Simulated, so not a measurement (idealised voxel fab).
process module | voxel released beams
cross-section cut | 225 nm wide | cells 5 nm
A cross-section is a grid of square cells, given in bands from the top down. A band is one or more rows of cells.
Each band's line starts with the height of the band's top and of its bottom, in nm. Then come its materials from left to right, each with its width in nm. One material with "throughout" fills the band from edge to edge. "air" is empty space.
Height 0 is the level under which the wafer as received is all one material. The lowest band goes on downwards, as in "0 down".
A width such as "30 to 40" changes by the same amount from each row of cells to the next, from the band's top row to its bottom row.
"no change" after a step means that no cell of the cross-section changed.
closed voids: empty space of 8 cells or more with no open way to the top, each as width x height at its distance from the left edge, in nm
after a step's settings: what the simulator itself notes on the step
overlay nm, on a step with a mask: how far to the right of its planned place the mask lay; to the left if negative
plan
1 op RECEIVE | material Si
2 op CONFORMAL_DEP | material SiN | thk nm 5
3 op DIRECTIONAL_DEP | material SiO2 | thk nm 10
4 op DIRECTIONAL_DEP | material aC | thk nm 15
5 op PATTERN | tone open | mask id ANCHOR | material resist | width nm 45 | thk nm 35 | overlay nm 0
6 op DIRECTIONAL_ETCH | etch materials aC | depth nm 15
7 op STRIP | etch materials resist
8 op DIRECTIONAL_ETCH | etch materials SiO2 | depth nm 10
9 op STRIP | etch materials aC
10 op CONFORMAL_DEP | material TiN | thk nm 15
11 op PATTERN | tone cover | mask id BEAM | material resist | width nm 90 | thk nm 20 | overlay nm 0
12 op DIRECTIONAL_ETCH | etch materials TiN | depth nm 15
13 op STRIP | etch materials resist
14 op STRIP | etch materials SiO2
as received, after step 1
  0 down: Si throughout
  closed voids: none
a wafer at the end: this start, this plan, one mistake
  20 to 10: air 65 to 70 | TiN 10 to 5 | air 35 | TiN 45 to 5 | air 70 to 110
  10 to 5: air 70 | TiN 45 | air 110
  5 to 0: SiN throughout
  0 down: Si throughout
  closed voids: none
what went wrong: step 10 ran as: op CONFORMAL_DEP | material TiN | thk nm 5
